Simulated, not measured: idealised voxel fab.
Title: Process Module voxel lift off
Each square cell in cross-section cut measures 5 nm, and the section as a whole is 205 nm wide.
When this document writes out a cross-section, it uses a grid of square cells and lists it as bands, beginning at the top and moving down, with a band standing for one or more rows of cells. Quick guide to a band line: top height, bottom height (nm) up front; then every material left to right with its width in nm. Only one material and it's marked "all across"? Then it fills the band edge to edge. And "blank" just means empty space. Ref level 0: as-received wafer is one material below here. Bottom band extends down with no lower bound ("0 down"). So if you see something like "30..40" for the width, read it as the top row of the band sitting at the first number and the bottom row at the second, with every row in between moving by the same amount as the last. The cross-section has no changed cell in any step marked "nothing altered". The entry "Enclosed voids" lists the empty spaces that cover at least 8 cells and have no open path to the top. Each is written as width x height at distance, where the distance is measured from the left edge and all three values are in nm. Past the settings on a step's line: simulator remark, on that step. overlay nm: right-of-plan distance of the mask on a masked step; negative values mean left-of-plan.

# This section lists the process steps that were planned
1) op RECEIVE | material Si
2) op CONFORMAL_DEP | material Al2O3 | thk nm 15
3) op PATTERN | tone open | mask id LINES | material resist | width nm 20 | pitch nm 55 | thk nm 25 | overlay nm 0
4) op DIRECTIONAL_DEP | material Ru | thk nm 10
5) op STRIP | etch materials resist
6) op CONFORMAL_DEP | material SiN | thk nm 5
Don't read the plan's width nm for step 3 as applying to every wafer: that's the first wafer's value, and the wafers differ in it, though they all start identical.

# After step 1, as received: first of several wafers, cross-section
  0 down | Si all across
  Enclosed voids: none

# Below, a row for every wafer. Read it as the end-of-module picture: for each material the wafer shows its cells gained (+) or lost (-) since it was received, and then its closed voids
width nm 20, +123 Al2O3, +16 Ru, +49 SiN, Enclosed voids: none
width nm 25, +123 Al2O3, +20 Ru, +49 SiN, Enclosed voids: none
width nm 30, +123 Al2O3, +24 Ru, +49 SiN, Enclosed voids: none
width nm 35, +123 Al2O3, +28 Ru, +49 SiN, Enclosed voids: none
width nm 40, +123 Al2O3, +32 Ru, +49 SiN, Enclosed voids: none
